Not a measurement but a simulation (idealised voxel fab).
Process module under the name voxel wiring stack
Xsec cut, 280 nm wide, square cell size 5 nm.
Cross-section layout: square cells on a grid; listed as bands, top to bottom; a band spans one or more cell rows. Per band: top height and bottom height in nm, followed by the left-to-right materials and their widths in nm; "full width" marks a single material spanning edge to edge, "blank" marks empty space. Height datum 0, below which the as-received substrate wafer is one material. Lowest band open at the bottom, running downward: "z 0 and below". Read "30..40" as a graded width: first number on top, second number at the bottom, same change between each pair of neighbouring rows. You'll sometimes find "everything unchanged" written for a step, and that's the way of saying that nowhere in the cross-section did a cell change during that step. Closed empty spaces (no open way to the top) of 8 cells or more are what "Fully sealed voids" lists, each as width x height at distance from the left edge, nm for all three. Anything after a step's settings on that line? It's the simulator's own note about the step. If you see "overlay nm" on a step's line and that step has a mask, it's telling you how far right of where it was planned the mask ended up; a negative number means it went left instead.

Listed below are the process steps as planned
1,RECEIVE, material Si
2,CONFORMAL_DEP, material SiO2, thk nm 10
3,CONFORMAL_DEP, material SiN, thk nm 5
4,DIRECTIONAL_DEP, material SiO2, thk nm 20
5,MASKED_ETCH, tone open, mask id METAL_1, width nm 20, pitch nm 40, etch materials SiO2, depth nm 20, overlay nm 0
6,MASKED_ETCH, tone open, mask id METAL_1, width nm 20, pitch nm 40, etch materials SiN, depth nm 5, overlay nm 0
7,CONFORMAL_DEP, material TiN, thk nm 5
8,FILL_DEP, material Ru, thk nm 10
9,CMP, height nm 35
10,CONFORMAL_DEP, material SiCN, thk nm 5
11,DIRECTIONAL_DEP, material SiO2, thk nm 15
12,MASKED_ETCH, tone open, mask id PLUG_1, width nm 15, pitch nm 80, etch materials SiO2, depth nm 15, overlay nm 0
13,MASKED_ETCH, tone open, mask id PLUG_1, width nm 15, pitch nm 80, etch materials SiCN, depth nm 5, overlay nm 0
14,CONFORMAL_DEP, material TiN, thk nm 5
15,FILL_DEP, material W, thk nm 5
16,CMP, height nm 55
17,CONFORMAL_DEP, material SiN, thk nm 5
18,DIRECTIONAL_DEP, material lowk, thk nm 20
19,MASKED_ETCH, tone open, mask id METAL_2, width nm 20, pitch nm 40, etch materials lowk, depth nm 20, overlay nm 0
20,MASKED_ETCH, tone open, mask id METAL_2, width nm 20, pitch nm 40, etch materials SiN, depth nm 5, overlay nm 0
21,CONFORMAL_DEP, material TiN, thk nm 5
22,FILL_DEP, material Cu, thk nm 5
23,CMP, height nm 80
24,CONFORMAL_DEP, material SiCN, thk nm 5
25,DIRECTIONAL_DEP, material lowk, thk nm 35
26,MASKED_ETCH, tone open, mask id METAL_3, width nm 20, pitch nm 40, etch materials lowk, depth nm 20, overlay nm 0
27,DIRECTIONAL_DEP, material aC, thk nm 10
28,PATTERN, tone open, mask id METAL_3_HOLES, material resist, width nm 15, pitch nm 80, thk nm 25, overlay nm 0
29,DIRECTIONAL_ETCH, etch materials aC, depth nm 10
30,STRIP, etch materials resist
31,DIRECTIONAL_ETCH, etch materials lowk, depth nm 15
32,DIRECTIONAL_ETCH, etch materials SiCN, depth nm 5
33,STRIP, etch materials aC
34,CONFORMAL_DEP, material TiN, thk nm 5
35,FILL_DEP, material Cu, thk nm 10
36,CMP, height nm 120
37,CONFORMAL_DEP, material SiN, thk nm 5

as received, after step 1
  z 0 and below  Si full width
  Fully sealed voids: none

The following cross-section depicts the wafer upon conclusion of the module. Processing commenced from the starting condition illustrated above and adhered to the plan illustrated above, save for one mistake in execution
  z 125 to 120  SiN full width
  z 120 to 85  SiO2 full width
  z 85 to 80  SiCN full width
  z 80 to 60  lowk (90), TiN (5), Cu (10), TiN (5), lowk (20), TiN (5), Cu (10), TiN (5), lowk (20), TiN (5), Cu (10), TiN (5), lowk (90)
  z 60 to 55  SiN (90), TiN (20), SiN (20), TiN (20), SiN (20), TiN (20), SiN (90)
  z 55 to 40  SiO2 (90), TiN (5), W (5), TiN (5), SiO2 (65), TiN (5), W (5), TiN (5), SiO2 (95)
  z 40 to 35  SiCN (90), TiN (15), SiCN (65), TiN (15), SiCN (95)
  z 35 to 15  SiO2 (90), TiN (5), Ru (10), TiN (5), SiO2 (20), TiN (5), Ru (10), TiN (5), SiO2 (20), TiN (5), Ru (10), TiN (5), SiO2 (90)
  z 15 to 10  SiN (90), TiN (20), SiN (20), TiN (20), SiN (20), TiN (20), SiN (90)
  z 10 to 0  SiO2 full width
  z 0 and below  Si full width
  Fully sealed voids: none
Processing error: step 25 did not happen as planned, as run it was DIRECTIONAL_DEP, material SiO2, thk nm 35
